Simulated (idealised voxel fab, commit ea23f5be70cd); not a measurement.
Process module under the name voxel trench capacitor
cross-section cut | 300 nm wide | cells 5 nm
Cross-section, as written here: a square-cell grid given band by band from the top down, where a band holds one or more rows of cells. For a band, the entry starts with two heights in nm, that of the top and then that of the bottom, and carries on with the band's materials in order from left to right, each alongside its width in nm; the word "throughout" beside a single material means it fills the band edge to edge, and "blank" means empty space. Height datum 0, below which the as-received substrate wafer is one material. Lowest band open at the bottom, running downward: "0 -> down". Graded width ("30..40"): value in top row of band = first number; value in bottom row = second number; row-to-row change constant. Where a step carries "nothing changed", the cross-section came out of it unchanged, cell for cell. "Enclosed void inventory": sealed empty spaces, 8 cells or more, no open way to top, listed width x height at distance, with distance from the left edge and width, height and distance in nm. after a step's settings: what the simulator itself notes on the step. The line of a step may include "overlay nm". On a step with a mask, this value is how far to the right of its planned place the mask lay. A negative value means the mask lay to the left.
Planned step list for the process:
| 1 | op RECEIVE | material Si |
| 2 | op CONFORMAL_DEP | material SiN | thk nm 10 |
| 3 | op MASKED_ETCH | tone open | mask id TRENCH | width nm 30 | pitch nm 55 | etch materials SiN | depth nm 10 | overlay nm 0 |
| 4 | op MASKED_ETCH | tone open | mask id TRENCH | width nm 30 | pitch nm 55 | etch materials Si | depth nm 30 | overlay nm 0 |
| 5 | op CONFORMAL_DEP | material HfO2 | thk nm 5 |
| 6 | op CONFORMAL_DEP | material TiN | thk nm 5 |
| 7 | op FILL_DEP | material W | thk nm 10 |
| 8 | op CMP | height nm 10 |
Cross-section of the wafer upon arrival, representing the state reached after step 1:
    0 -> down | Si throughout
    Enclosed void inventory: none
First of two wafers at the end of the module, shown in cross-section; run carried out as planned:
    10 -> 0 | SiN (50)  HfO2 (5)  TiN (5)  W (10)  TiN (5)  HfO2 (5)  SiN (25)  HfO2 (5)  TiN (5)  W (10)  TiN (5)  HfO2 (5)  SiN (25)  HfO2 (5)  TiN (5)  W (10)  TiN (5)  HfO2 (5)  SiN (25)  HfO2 (5)  TiN (5)  W (10)  TiN (5)  HfO2 (5)  SiN (55)
    0 -> -20 | Si (50)  HfO2 (5)  TiN (5)  W (10)  TiN (5)  HfO2 (5)  Si (25)  HfO2 (5)  TiN (5)  W (10)  TiN (5)  HfO2 (5)  Si (25)  HfO2 (5)  TiN (5)  W (10)  TiN (5)  HfO2 (5)  Si (25)  HfO2 (5)  TiN (5)  W (10)  TiN (5)  HfO2 (5)  Si (55)
    -20 -> -25 | Si (50)  HfO2 (5)  TiN (20)  HfO2 (5)  Si (25)  HfO2 (5)  TiN (20)  HfO2 (5)  Si (25)  HfO2 (5)  TiN (20)  HfO2 (5)  Si (25)  HfO2 (5)  TiN (20)  HfO2 (5)  Si (55)
    -25 -> -30 | Si (50)  HfO2 (30)  Si (25)  HfO2 (30)  Si (25)  HfO2 (30)  Si (25)  HfO2 (30)  Si (55)
    -30 -> down | Si throughout
    Enclosed void inventory: none
What the second wafer looks like in cross-section once the module is done. Its start and its plan matched the first wafer's exactly; what differed was one mistake in how it was run:
    10 -> 0 | SiN (50)  HfO2 (5)  TiN (5)  W (10)  TiN (5)  HfO2 (5)  SiN (25)  HfO2 (5)  TiN (5)  W (10)  TiN (5)  HfO2 (5)  SiN (25)  HfO2 (5)  TiN (5)  W (10)  TiN (5)  HfO2 (5)  SiN (25)  HfO2 (5)  TiN (5)  W (10)  TiN (5)  HfO2 (5)  SiN (55)
    0 -> -50 | Si (50)  HfO2 (5)  TiN (5)  W (10)  TiN (5)  HfO2 (5)  Si (25)  HfO2 (5)  TiN (5)  W (10)  TiN (5)  HfO2 (5)  Si (25)  HfO2 (5)  TiN (5)  W (10)  TiN (5)  HfO2 (5)  Si (25)  HfO2 (5)  TiN (5)  W (10)  TiN (5)  HfO2 (5)  Si (55)
    -50 -> -55 | Si (50)  HfO2 (5)  TiN (20)  HfO2 (5)  Si (25)  HfO2 (5)  TiN (20)  HfO2 (5)  Si (25)  HfO2 (5)  TiN (20)  HfO2 (5)  Si (25)  HfO2 (5)  TiN (20)  HfO2 (5)  Si (55)
    -55 -> -60 | Si (50)  HfO2 (30)  Si (25)  HfO2 (30)  Si (25)  HfO2 (30)  Si (25)  HfO2 (30)  Si (55)
    -60 -> down | Si throughout
    Enclosed void inventory: none
Want to know what went wrong? twice over, step 4 of the plan was run
Wrapping up, a cell-based count of both wafers puts the second over or under the first for these materials: HfO2 +48; Si -144; TiN +48; W +48
